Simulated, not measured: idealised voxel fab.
The process module presented herein is designated voxel fin reveal.
Each square cell in cross-section cut measures 5 nm, and the section as a whole is 180 nm wide.
This document writes a cross-section as a grid whose cells are square, and gives it as bands, listed from the top down; one or more rows of cells form a band.
Band: top and bottom heights (nm) first, top before bottom; then materials from left to right, widths in nm. "all across" marks a sole material filling the band edge to edge. "blank" denotes empty space.
Counting heights begins at 0, where everything beneath is, in the wafer as received, one material. The lowest band has no bottom; it goes on downwards, as "0 and below" shows.
The two numbers in a width such as "30..40" mark its ends across the band: the first belongs to the top row of cells, the second to the bottom row, and from each row to the next the width moves by the same amount.
The designation "changes: none", where it is given for a processing step, indicates that no cell of the cross-section was altered in the course of that step.
For the entry "Listed closed voids", the listed items are empty spaces with no open way to the top whose size is 8 cells or more; each item follows the pattern width x height at distance, where distance is from the left edge and all three are in nm.
What comes after the settings on a step's line is commentary from the simulator itself on that step.
overlay nm: for a step with a mask, the amount by which the mask lay right of where it was planned; a negative amount means left of it.
Steps in the process plan
1: RECEIVE: material Si
2: CONFORMAL_DEP: material SiN, thk nm 10
3: DIRECTIONAL_DEP: material aC, thk nm 10
4: PATTERN: tone cover, mask id FINS, material resist, width nm 15, pitch nm 45, thk nm 25, overlay nm 0
5: DIRECTIONAL_ETCH: etch materials aC, depth nm 10
6: STRIP: etch materials resist
7: DIRECTIONAL_ETCH: etch materials SiN, depth nm 10
8: DIRECTIONAL_ETCH: etch materials Si, depth nm 30
9: STRIP: etch materials aC
10: FILL_DEP: material SiO2, thk nm 10
11: CMP: height nm 10
12: SELECTIVE_ETCH: etch materials SiO2, depth nm 30
13: STRIP: etch materials SiN
14: CONFORMAL_DEP: material HfO2, thk nm 5
Shown in cross-section is the wafer as received, that is, as it stands after step 1
  0 and below | Si all across
  Listed closed voids: none
First of two wafers at the end of the module, shown in cross-section; run carried out as planned
  5 down to 0 | 55 of blank, 25 of HfO2, 20 of blank, 25 of HfO2, 55 of blank
  0 down to -15 | 55 of blank, 5 of HfO2, 15 of Si, 5 of HfO2, 20 of blank, 5 of HfO2, 15 of Si, 5 of HfO2, 55 of blank
  -15 down to -20 | 60 of HfO2, 15 of Si, 30 of HfO2, 15 of Si, 60 of HfO2
  -20 down to -30 | 60 of SiO2, 15 of Si, 30 of SiO2, 15 of Si, 60 of SiO2
  -30 and below | Si all across
  Listed closed voids: none
Cross-sectional view of the second of two wafers upon completion of the module. This wafer shared its starting condition and process plan with the first; one error was made during its execution
  5 down to 0 | 65 of blank, 25 of HfO2, 20 of blank, 25 of HfO2, 45 of blank
  0 down to -15 | 65 of blank, 5 of HfO2, 15 of Si, 5 of HfO2, 20 of blank, 5 of HfO2, 15 of Si, 5 of HfO2, 45 of blank
  -15 down to -20 | 70 of HfO2, 15 of Si, 30 of HfO2, 15 of Si, 50 of HfO2
  -20 down to -30 | 70 of SiO2, 15 of Si, 30 of SiO2, 15 of Si, 50 of SiO2
  -30 and below | Si all across
  Listed closed voids: none
Which mistake was made when the wafer was run? the process deviated at step 4: the operation and settings actually run there were PATTERN: tone cover, mask id FINS, material resist, width nm 15, pitch nm 45, thk nm 25, overlay nm 10
At the end, the second wafer has the same number of cells of each material as the first, but those cells sit in other places.
